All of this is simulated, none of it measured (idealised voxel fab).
The process module that follows is named voxel ribs on slabs.
Cross-section cut spans 150 nm and uses square cells 5 nm in size.
Cross-section spec: square-cell grid; bands listed top down; each band is one or more rows.
A band entry consists of two parts. The first gives the height of the band's top and the height of its bottom, in nm. The rest lists the band's materials from left to right, each with its width in nm. A single material labelled with the word "throughout" fills the band from edge to edge, and the word "empty" marks empty space.
Measure heights from 0. That's the level where, below it, the as-received wafer is all one material. The lowest band is bottomless and extends downward; write it as in "0 and below".
Graded width ("30..40"): value in top row of band = first number; value in bottom row = second number; row-to-row change constant.
It should be understood that the words "nothing was modified", when stated for a given step, signify that the cross-section underwent no change in any of its cells during that step.
Basically, "Closed-off voids" tells you about the enclosed voids: empty spaces with no open way to the top, 8 cells or bigger, each written width x height at distance, where distance is from the left edge, all in nm.
Text after the settings on a step's line: the simulator's own remark on that step.
overlay nm: right-of-plan distance of the mask on a masked step; negative values mean left-of-plan.
Planned process steps:
1. RECEIVE,material Si
2. DIRECTIONAL_DEP,material SiO2,thk nm 20
3. DIRECTIONAL_DEP,material polySi,thk nm 25
4. MASKED_ETCH,tone cover,mask id RIB,width nm 20,etch materials polySi,depth nm 15,overlay nm 0
5. DIRECTIONAL_DEP,material aC,thk nm 15
6. PATTERN,tone cover,mask id SLAB,material resist,width nm 50,thk nm 30,overlay nm 0
7. DIRECTIONAL_ETCH,etch materials aC,depth nm 15
8. STRIP,etch materials resist
9. DIRECTIONAL_ETCH,etch materials polySi,depth nm 10
10. STRIP,etch materials aC
11. FILL_DEP,material SiO2,thk nm 15
12. CMP,height nm 55
13. DIRECTIONAL_DEP,material W,thk nm 5
14. DIRECTIONAL_DEP,material aC,thk nm 15
15. PATTERN,tone cover,mask id HEATER,material resist,width nm 30,thk nm 30,overlay nm 0
16. DIRECTIONAL_ETCH,etch materials aC,depth nm 15
17. STRIP,etch materials resist
18. DIRECTIONAL_ETCH,etch materials W,depth nm 5
19. STRIP,etch materials aC
20. CONFORMAL_DEP,material SiO2,thk nm 10
So this is the incoming wafer in cross-section - it's already been through step 1:
* 0 and below: Si throughout
* Closed-off voids: none
First of two wafers, end-of-module section, run followed plan:
* 70 down to 65: empty 50 / SiO2 50 / empty 50
* 65 down to 60: SiO2 throughout
* 60 down to 55: SiO2 60 / W 30 / SiO2 60
* 55 down to 45: SiO2 throughout
* 45 down to 30: SiO2 65 / polySi 20 / SiO2 65
* 30 down to 20: SiO2 50 / polySi 50 / SiO2 50
* 20 down to 0: SiO2 throughout
* 0 and below: Si throughout
* Closed-off voids: none
Presented here is a cross-section of the second of the two wafers as it stood at the end of the module. It was started in the same manner and assigned the same plan as the first wafer; however, one mistake was made in its execution:
* 70 down to 65: empty 50 / SiO2 50 / empty 50
* 65 down to 60: SiO2 throughout
* 60 down to 55: SiO2 60 / W 30 / SiO2 60
* 55 down to 25: SiO2 throughout
* 25 down to 0: polySi throughout
* 0 and below: Si throughout
* Closed-off voids: none
Short version of what went wrong: ran 2 and 3 in swapped order versus the plan
Per the end-of-run cell counts, the second wafer holds more or fewer of some materials than the first: 118 fewer of SiO2; 118 more of polySi
